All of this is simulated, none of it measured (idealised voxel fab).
Process module, titled voxel ribs on slabs
Square cell edge 5 nm, section width 235 nm, ID cut.
Cross-section layout: square cells on a grid; listed as bands, top to bottom; a band spans one or more cell rows. Heights first: top, then bottom, in nm. Then materials, left to right, each with a width in nm. "edge to edge" on a single material: fills the band edge to edge. "air": empty space. Height reference: 0 = level under which incoming wafer is all one material. Lowest band: no bottom, runs on downward, e.g. "0 and below". So if you see something like "30->40" for the width, read it as the top row of the band sitting at the first number and the bottom row at the second, with every row in between moving by the same amount as the last. For the purposes of this document, the phrase "nothing altered" attached to a step denotes that no cell within the cross-section was modified by that step. You'll see "Enclosed void entries" listing empty spaces that have no way open to the top, as long as they're 8 cells or more; the notation is width x height at distance, where the distance is from the left edge, and all of it is in nm. Step line, after settings: the simulator's comment on this step. overlay nm: right-of-plan distance of the mask on a masked step; negative values mean left-of-plan.
Planned process steps:
step 1: RECEIVE, material Si
step 2: DIRECTIONAL_DEP, material SiO2, thk nm 20
step 3: DIRECTIONAL_DEP, material polySi, thk nm 15
step 4: DIRECTIONAL_DEP, material aC, thk nm 5
step 5: PATTERN, tone cover, mask id RIB, material resist, width nm 30, thk nm 30, overlay nm 0
step 6: DIRECTIONAL_ETCH, etch materials aC, depth nm 15
step 7: STRIP, etch materials resist
step 8: DIRECTIONAL_ETCH, etch materials polySi, depth nm 5
step 9: STRIP, etch materials aC
step 10: MASKED_ETCH, tone cover, mask id SLAB, width nm 80, etch materials polySi, depth nm 10, overlay nm 0
step 11: FILL_DEP, material SiO2, thk nm 30
step 12: CMP, height nm 55
step 13: DIRECTIONAL_DEP, material W, thk nm 5
step 14: DIRECTIONAL_DEP, material aC, thk nm 15
step 15: PATTERN, tone cover, mask id HEATER, material resist, width nm 40, thk nm 30, overlay nm 0
step 16: DIRECTIONAL_ETCH, etch materials aC, depth nm 15
step 17: STRIP, etch materials resist
step 18: DIRECTIONAL_ETCH, etch materials W, depth nm 5
step 19: STRIP, etch materials aC
step 20: CONFORMAL_DEP, material SiO2, thk nm 5
Wafers differ in thk nm at step 4; plan lists the first wafer's value; identical starting state.
As received, i.e. after step 1: cross-section through the first of several wafers:
* 0 and below: Si edge to edge
* Enclosed void entries: none
Depicted here is the first of several wafers in cross-section, at module completion following the last step, step 20:
* 65 down to 60: 90 air / 50 SiO2 / 95 air
* 60 down to 55: 95 SiO2 / 40 W / 100 SiO2
* 55 down to 35: SiO2 edge to edge
* 35 down to 30: 100 SiO2 / 30 polySi / 105 SiO2
* 30 down to 20: 75 SiO2 / 80 polySi / 80 SiO2
* 20 down to 0: SiO2 edge to edge
* 0 and below: Si edge to edge
* Enclosed void entries: none
Showing the last wafer in cross-section at the end of the module:
* 65 down to 60: 90 air / 50 SiO2 / 95 air
* 60 down to 55: 95 SiO2 / 40 W / 100 SiO2
* 55 down to 35: SiO2 edge to edge
* 35 down to 25: 75 SiO2 / 80 polySi / 80 SiO2
* 25 down to 20: polySi edge to edge
* 20 down to 0: SiO2 edge to edge
* 0 and below: Si edge to edge
* Enclosed void entries: none
Tabulated below, wafer by wafer, are the end-of-module results: for each material, the number of cells gained (+) or lost (-) relative to the as-received state, followed by the closed voids:
thk nm 5, +528 SiO2, +8 W, +38 polySi, Enclosed void entries: none
thk nm 10, +528 SiO2, +8 W, +38 polySi, Enclosed void entries: none
thk nm 15, +528 SiO2, +8 W, +38 polySi, Enclosed void entries: none
thk nm 20, +487 SiO2, +8 W, +79 polySi, Enclosed void entries: none
thk nm 25, +487 SiO2, +8 W, +79 polySi, Enclosed void entries: none
thk nm 30, +487 SiO2, +8 W, +79 polySi, Enclosed void entries: none
